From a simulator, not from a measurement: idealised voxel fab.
This is a process module. Its name is voxel wiring stack.
The cross-section on display is named cut; it measures 265 nm wide, and its cells are 5 nm squares.
Notation: cross-section as square-cell grid; stated in bands, top first, going down; one or more cell rows per band.
Basically the band line says how high the top is and how high the bottom is, in nm, and then what's in it from left to right, every material with its width in nm. Empty space shows up as "air", and if a single material carries "all across" it runs the full band edge to edge.
Counting heights begins at 0, where everything beneath is, in the wafer as received, one material. The lowest band has no bottom; it goes on downwards, as "from 0 down" shows.
You'd read "30..40" like this: the band's top row of cells is as wide as the first number, its bottom row is as wide as the second, and going down, every row changes width by the same amount as the row before did.
Step marked "nothing different"? Then no cell in the cross-section changed in it.
Each empty space that has no open way to the top and spans at least 8 cells appears under "Entrapped voids" as width x height at distance, the distance counted from the left edge, all in nm.
Formally, on a step line, whatever follows the settings is a remark that the simulator itself makes on the step.
You can add "overlay nm" to a step's line. For a step with a mask, it describes how far the mask lay to the right of its planned position, and a negative number describes a lay to the left.
-- The planned process steps are enumerated hereunder
1. RECEIVE: material Si
2. CONFORMAL_DEP: material SiO2, thk nm 10
3. CONFORMAL_DEP: material SiN, thk nm 5
4. DIRECTIONAL_DEP: material lowk, thk nm 25
5. MASKED_ETCH: tone open, mask id METAL_1, width nm 20, pitch nm 40, etch materials lowk, depth nm 25, overlay nm 0
6. MASKED_ETCH: tone open, mask id METAL_1, width nm 20, pitch nm 40, etch materials SiN, depth nm 5, overlay nm 0
7. CONFORMAL_DEP: material TiN, thk nm 5
8. FILL_DEP: material W, thk nm 10
9. CMP: height nm 40
10. CONFORMAL_DEP: material SiCN, thk nm 5
11. DIRECTIONAL_DEP: material lowk, thk nm 20
12. PATTERN: tone open, mask id PLUG_1, material resist, width nm 15, thk nm 20, overlay nm 0
13. DIRECTIONAL_ETCH: etch materials lowk, depth nm 20
14. DIRECTIONAL_ETCH: etch materials SiCN, depth nm 5
15. STRIP: etch materials resist
16. EPI: material Ru, thk nm 10
17. EPI: material Ru, thk nm 10
18. EPI: material Ru, thk nm 5
19. DIRECTIONAL_DEP: material TiN, thk nm 5
20. DIRECTIONAL_DEP: material Ru, thk nm 15
21. PATTERN: tone cover, mask id METAL_2, material resist, width nm 20, pitch nm 40, thk nm 15, overlay nm 0
22. DIRECTIONAL_ETCH: etch materials Ru, depth nm 15
23. DIRECTIONAL_ETCH: etch materials TiN, depth nm 5
24. STRIP: etch materials resist
25. CONFORMAL_DEP: material SiN, thk nm 5
26. FILL_DEP: material SiO2, thk nm 10
27. CMP: height nm 85
28. CONFORMAL_DEP: material SiCN, thk nm 5
29. DIRECTIONAL_DEP: material lowk, thk nm 15
30. PATTERN: tone open, mask id PLUG_2, material resist, width nm 15, pitch nm 40, thk nm 15, overlay nm 0
31. DIRECTIONAL_ETCH: etch materials lowk, depth nm 15
32. DIRECTIONAL_ETCH: etch materials SiCN, depth nm 5
33. STRIP: etch materials resist
34. EPI: material Ru, thk nm 10
35. EPI: material Ru, thk nm 10
36. DIRECTIONAL_DEP: material TiN, thk nm 5
37. DIRECTIONAL_DEP: material W, thk nm 25
38. DIRECTIONAL_DEP: material aC, thk nm 10
39. PATTERN: tone cover, mask id METAL_3, material resist, width nm 20, pitch nm 40, thk nm 30, overlay nm 0
40. DIRECTIONAL_ETCH: etch materials aC, depth nm 10
41. STRIP: etch materials resist
42. DIRECTIONAL_ETCH: etch materials W, depth nm 25
43. DIRECTIONAL_ETCH: etch materials TiN, depth nm 5
44. STRIP: etch materials aC
45. FILL_DEP: material SiO2, thk nm 10
46. CMP: height nm 135
47. CONFORMAL_DEP: material SiCN, thk nm 5
-- Cross-section: wafer on arrival = after step 1
  from 0 down: Si all across
  Entrapped voids: none
-- The plan above was carried out on the starting structure above with one mistake, and this cross-section shows the wafer at the end of the module
  from 140 to 135: SiCN all across
  from 135 to 110: 110 nm SiO2 / 20 nm W / 20 nm SiO2 / 20 nm W / 95 nm SiO2
  from 110 to 105: 110 nm SiO2 / 20 nm TiN / 20 nm SiO2 / 20 nm TiN / 95 nm SiO2
  from 105 to 90: 100 nm lowk / 15 nm Ru / 25 nm lowk / 15 nm Ru / 110 nm lowk
  from 90 to 85: 100 nm SiCN / 15 nm Ru / 25 nm SiCN / 15 nm Ru / 110 nm SiCN
  from 85 to 70: 95 nm SiO2 / 5 nm SiN / 20 nm Ru / 5 nm SiN / 10 nm SiO2 / 5 nm SiN / 20 nm Ru / 5 nm SiN / 100 nm SiO2
  from 70 to 65: 100 nm SiN / 20 nm TiN / 20 nm SiN / 20 nm TiN / 105 nm SiN
  from 65 to 45: 100 nm lowk / 15 nm Ru / 150 nm lowk
  from 45 to 40: 100 nm SiCN / 15 nm Ru / 150 nm SiCN
  from 40 to 15: 100 nm lowk / 5 nm TiN / 10 nm W / 5 nm TiN / 20 nm lowk / 5 nm TiN / 10 nm W / 5 nm TiN / 105 nm lowk
  from 15 to 10: 100 nm SiN / 20 nm TiN / 20 nm SiN / 20 nm TiN / 105 nm SiN
  from 10 to 0: SiO2 all across
  from 0 down: Si all across
  Entrapped voids: none
Heads up, the wafer didn't run the way we planned it: for step 39, the planned setting was not used; the step was instead run as PATTERN: tone cover, mask id METAL_3, material resist, width nm 20, pitch nm 40, thk nm 30, overlay nm 10
